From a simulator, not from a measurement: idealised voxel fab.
process module | voxel transistor to metal
cross-section cut | 165 nm wide | cells 5 nm
A cross-section is a grid of square cells, given in bands from the top down. A band is one or more rows of cells.
Each band's line starts with the height of the band's top and of its bottom, in nm. Then come its materials from left to right, each with its width in nm. One material with "throughout" fills the band from edge to edge. "air" is empty space.
Height 0 is the level under which the wafer as received is all one material. The lowest band goes on downwards, as in "0 down".
A width such as "30 to 40" changes by the same amount from each row of cells to the next, from the band's top row to its bottom row.
"no change" after a step means that no cell of the cross-section changed.
closed voids: empty space of 8 cells or more with no open way to the top, each as width x height at its distance from the left edge, in nm
after a step's settings: what the simulator itself notes on the step
overlay nm, on a step with a mask: how far to the right of its planned place the mask lay; to the left if negative
plan
1 op RECEIVE | material Si
2 op OXIDIZE | depth nm 5
3 op CONFORMAL_DEP | material SiN | thk nm 10
4 op MASKED_ETCH | tone cover | mask id ACTIVE | width nm 105 | etch materials SiN | depth nm 10 | overlay nm 0
5 op MASKED_ETCH | tone cover | mask id ACTIVE | width nm 105 | etch materials SiO2 | depth nm 5 | overlay nm 0
6 op MASKED_ETCH | tone cover | mask id ACTIVE | width nm 105 | etch materials Si | depth nm 35 | overlay nm 0
7 op FILL_DEP | material SiO2 | thk nm 10
8 op CMP | height nm 10
9 op SELECTIVE_ETCH | etch materials SiO2 | depth nm 5
10 op STRIP | etch materials SiN
11 op SELECTIVE_ETCH | etch materials SiO2 | depth nm 5
12 op OXIDIZE | depth nm 5
13 op DIRECTIONAL_DEP | material polySi | thk nm 20
14 op DIRECTIONAL_DEP | material SiCN | thk nm 10
15 op PATTERN | tone cover | mask id GATE | material resist | width nm 25 | thk nm 20 | overlay nm 0
16 op DIRECTIONAL_ETCH | etch materials SiCN | depth nm 20
17 op DIRECTIONAL_ETCH | etch materials polySi | depth nm 30
18 op STRIP | etch materials resist
19 op CONFORMAL_DEP | material SiN | thk nm 10
20 op DIRECTIONAL_ETCH | etch materials SiN | depth nm 10
21 op DIRECTIONAL_ETCH | etch materials SiO2 | depth nm 5
22 op DIRECTIONAL_ETCH | etch materials Si | depth nm 5
23 op EPI | material nSi | thk nm 10
24 op FILL_DEP | material SiO2 | thk nm 5
25 op CMP | height nm 25
26 op DIRECTIONAL_DEP | material SiO2 | thk nm 15
27 op MASKED_ETCH | tone open | mask id CONTACT | width nm 30 | pitch nm 65 | etch materials SiO2 | depth nm 45 | overlay nm 0
28 op CONFORMAL_DEP | material TiN | thk nm 5
29 op FILL_DEP | material Ru | thk nm 5
30 op CMP | height nm 40
31 op DIRECTIONAL_DEP | material TiN | thk nm 5
32 op DIRECTIONAL_DEP | material W | thk nm 15
33 op DIRECTIONAL_DEP | material aC | thk nm 15
34 op PATTERN | tone cover | mask id METAL_1 | material resist | width nm 20 | pitch nm 75 | thk nm 30 | overlay nm 0
35 op DIRECTIONAL_ETCH | etch materials aC | depth nm 15
36 op STRIP | etch materials resist
37 op DIRECTIONAL_ETCH | etch materials W | depth nm 15
38 op DIRECTIONAL_ETCH | etch materials TiN | depth nm 5
39 op STRIP | etch materials aC
40 op FILL_DEP | material lowk | thk nm 5
41 op CMP | height nm 60
42 op CONFORMAL_DEP | material SiCN | thk nm 5
43 op DIRECTIONAL_DEP | material SiO2 | thk nm 30
44 op MASKED_ETCH | tone open | mask id METAL_2 | width nm 20 | pitch nm 75 | etch materials SiO2 | depth nm 15 | overlay nm 0
45 op MASKED_ETCH | tone open | mask id METAL_2_HOLES | width nm 15 | pitch nm 75 | etch materials SiO2 | depth nm 15 | overlay nm 0
46 op MASKED_ETCH | tone open | mask id METAL_2_HOLES | width nm 15 | pitch nm 75 | etch materials SiCN | depth nm 5 | overlay nm 0
47 op CONFORMAL_DEP | material TiN | thk nm 5
48 op FILL_DEP | material Cu | thk nm 5
49 op CMP | height nm 95
50 op CONFORMAL_DEP | material SiN | thk nm 5
as received, after step 1
  0 down: Si throughout
  closed voids: none
a wafer at the end: this start, this plan, one mistake
  100 to 95: SiN throughout
  95 to 65: SiO2 throughout
  65 to 60: SiCN throughout
  60 to 45: lowk 35 | W 20 | lowk 55 | W 20 | lowk 35
  45 to 40: lowk 35 | TiN 20 | lowk 55 | TiN 20 | lowk 35
  40 to 30: SiO2 35 | TiN 5 | Ru 20 | TiN 5 | SiO2 35 | TiN 5 | Ru 20 | TiN 5 | SiO2 35
  30 to 25: SiO2 35 | TiN 5 | Ru 15 | TiN 10 | SiO2 35 | TiN 10 | Ru 15 | TiN 5 | SiO2 35
  25 to 15: SiO2 35 | TiN 5 | Ru 15 | TiN 5 | SiN 10 | SiCN 25 | SiN 10 | TiN 5 | Ru 15 | TiN 5 | SiO2 35
  15 to 5: SiO2 35 | TiN 5 | Ru 15 | TiN 5 | SiN 10 | polySi 25 | SiN 10 | TiN 5 | Ru 15 | TiN 5 | SiO2 35
  5 to 0: SiO2 35 | TiN 25 | SiN 10 | polySi 25 | SiN 10 | TiN 25 | SiO2 35
  0 to -5: SiO2 25 | SiN 10 | nSi 10 | TiN 5 | nSi 10 | SiN 10 | polySi 25 | SiN 10 | nSi 10 | TiN 5 | nSi 10 | SiN 10 | SiO2 25
  -5 to -10: SiO2 35 | nSi 25 | SiO2 45 | nSi 25 | SiO2 35
  -10 to -15: SiO2 30 | Si 5 | nSi 25 | Si 45 | nSi 25 | Si 5 | SiO2 30
  -15 to -40: SiO2 30 | Si 105 | SiO2 30
  -40 down: Si throughout
  closed voids: none
what went wrong: step 43 was run twice
